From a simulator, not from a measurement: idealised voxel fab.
Process module, titled voxel self aligned contacts
Square cell edge 5 nm, section width 265 nm, ID cut.
When this document writes out a cross-section, it uses a grid of square cells and lists it as bands, beginning at the top and moving down, with a band standing for one or more rows of cells. Band: top and bottom heights (nm) first, top before bottom; then materials from left to right, widths in nm. "full width" marks a sole material filling the band edge to edge. "empty" denotes empty space. For the purposes of this specification, 0 denotes the height below which the wafer in its as-received condition is composed wholly of one material, and the lowermost band, lacking a lower limit, extends downward without end, as expressed in "0..down". It should be noted that a width expressed as "30->40" varies in equal increments from row to row of cells within the band, taking the value of the first number at the top row and that of the second number at the bottom row. Basically "same as before" means that step didn't change any cell in the cross-section. "Closed void register" enumerates empty spaces isolated from the top, with no open way to it, that contain at least 8 cells, giving each as width x height at distance from the left edge, all three in nm. Text after the settings on a step's line: the simulator's own remark on that step. The line of a step may include "overlay nm". On a step with a mask, this value is how far to the right of its planned place the mask lay. A negative value means the mask lay to the left.
These are the steps we planned for the process:
- 1: RECEIVE | material Si
- 2: OXIDIZE | depth nm 5
- 3: DIRECTIONAL_DEP | material polySi | thk nm 30
- 4: DIRECTIONAL_DEP | material SiN | thk nm 20
- 5: DIRECTIONAL_DEP | material aC | thk nm 15
- 6: PATTERN | tone cover | mask id GATE | material resist | width nm 35 | pitch nm 70 | thk nm 30 | overlay nm 0
- 7: DIRECTIONAL_ETCH | etch materials aC | depth nm 15
- 8: STRIP | etch materials resist
- 9: DIRECTIONAL_ETCH | etch materials SiN | depth nm 20
- 10: DIRECTIONAL_ETCH | etch materials polySi | depth nm 30
- 11: STRIP | etch materials aC
- 12: CONFORMAL_DEP | material SiN | thk nm 5
- 13: DIRECTIONAL_ETCH | etch materials SiN | depth nm 5
- 14: FILL_DEP | material SiO2 | thk nm 10
- 15: CMP | height nm 55
- 16: PATTERN | tone open | mask id CONTACT | material resist | width nm 55 | thk nm 15 | overlay nm -15
- 17: DIRECTIONAL_ETCH | etch materials SiO2 | depth nm 60
- 18: STRIP | etch materials resist
- 19: CONFORMAL_DEP | material TiN | thk nm 5
- 20: FILL_DEP | material Ru | thk nm 10
- 21: CMP | height nm 55
- 22: CONFORMAL_DEP | material SiN | thk nm 5
For this document, wafers share an identical start and vary in the step 16 overlay nm; the plan quotes the first wafer's value.
The first of several wafers as received, shown in cross-section; this is its state after step 1:
> 0..down = Si full width
> Closed void register: none
Basically each wafer gets a line in the table, showing it at the end of the module: material by material, the cells it gained (+) or lost (-) since we got it, then its closed voids:
overlay nm -15 | +33 Ru | -53 Si | +149 SiN | +390 SiO2 | +33 TiN | +84 polySi | Closed void register: none
overlay nm -10 | +33 Ru | -53 Si | +149 SiN | +390 SiO2 | +33 TiN | +84 polySi | Closed void register: none
overlay nm -5 | +33 Ru | -53 Si | +149 SiN | +390 SiO2 | +33 TiN | +84 polySi | Closed void register: none
overlay nm 0 | +33 Ru | -53 Si | +149 SiN | +390 SiO2 | +33 TiN | +84 polySi | Closed void register: none
overlay nm 5 | +33 Ru | -53 Si | +149 SiN | +390 SiO2 | +33 TiN | +84 polySi | Closed void register: none
overlay nm 10 | +33 Ru | -53 Si | +149 SiN | +390 SiO2 | +33 TiN | +84 polySi | Closed void register: none
overlay nm 15 | +33 Ru | -53 Si | +149 SiN | +390 SiO2 | +33 TiN | +84 polySi | Closed void register: none
